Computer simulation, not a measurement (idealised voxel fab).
process module | voxel trench capacitor
cross-section cut | 265 nm wide | cells 5 nm
A cross-section is a grid of square cells, given in bands from the top down. A band is one or more rows of cells.
Each band's line starts with the height of the band's top and of its bottom, in nm. Then come its materials from left to right, each with its width in nm. One material with "throughout" fills the band from edge to edge. "air" is empty space.
Height 0 is the level under which the wafer as received is all one material. The lowest band goes on downwards, as in "0 down".
A width such as "30 to 40" changes by the same amount from each row of cells to the next, from the band's top row to its bottom row.
"no change" after a step means that no cell of the cross-section changed.
closed voids: empty space of 8 cells or more with no open way to the top, each as width x height at its distance from the left edge, in nm
after a step's settings: what the simulator itself notes on the step
overlay nm, on a step with a mask: how far to the right of its planned place the mask lay; to the left if negative
plan
1 op RECEIVE | material Si
2 op CONFORMAL_DEP | material SiN | thk nm 5
3 op DIRECTIONAL_DEP | material aC | thk nm 10
4 op PATTERN | tone open | mask id TRENCH | material resist | width nm 30 | pitch nm 60 | thk nm 30 | overlay nm 0
5 op DIRECTIONAL_ETCH | etch materials aC | depth nm 10
6 op STRIP | etch materials resist
7 op DIRECTIONAL_ETCH | etch materials SiN | depth nm 5
8 op DIRECTIONAL_ETCH | etch materials Si | depth nm 40
9 op STRIP | etch materials aC
10 op CONFORMAL_DEP | material HfO2 | thk nm 5
11 op CONFORMAL_DEP | material TiN | thk nm 5
12 op FILL_DEP | material W | thk nm 5
13 op CMP | height nm 5
as received, after step 1
  0 down: Si throughout
  closed voids: none
first wafer at the end, as planned
  5 to 0: SiN 85 | HfO2 5 | TiN 5 | W 10 | TiN 5 | HfO2 5 | SiN 30 | HfO2 5 | TiN 5 | W 10 | TiN 5 | HfO2 5 | SiN 90
  0 to -30: Si 85 | HfO2 5 | TiN 5 | W 10 | TiN 5 | HfO2 5 | Si 30 | HfO2 5 | TiN 5 | W 10 | TiN 5 | HfO2 5 | Si 90
  -30 to -35: Si 85 | HfO2 5 | TiN 20 | HfO2 5 | Si 30 | HfO2 5 | TiN 20 | HfO2 5 | Si 90
  -35 to -40: Si 85 | HfO2 30 | Si 30 | HfO2 30 | Si 90
  -40 down: Si throughout
  closed voids: none
second wafer at the end: like start, like plan, one mistake
  5 to 0: SiN 85 | TiN 5 | HfO2 5 | W 10 | HfO2 5 | TiN 5 | SiN 30 | TiN 5 | HfO2 5 | W 10 | HfO2 5 | TiN 5 | SiN 90
  0 to -30: Si 85 | TiN 5 | HfO2 5 | W 10 | HfO2 5 | TiN 5 | Si 30 | TiN 5 | HfO2 5 | W 10 | HfO2 5 | TiN 5 | Si 90
  -30 to -35: Si 85 | TiN 5 | HfO2 20 | TiN 5 | Si 30 | TiN 5 | HfO2 20 | TiN 5 | Si 90
  -35 to -40: Si 85 | TiN 30 | Si 30 | TiN 30 | Si 90
  -40 down: Si throughout
  closed voids: none
what went wrong: steps 10 and 11 were swapped
at the end the second wafer has, in cells: 8 fewer of HfO2 | 8 more of TiN
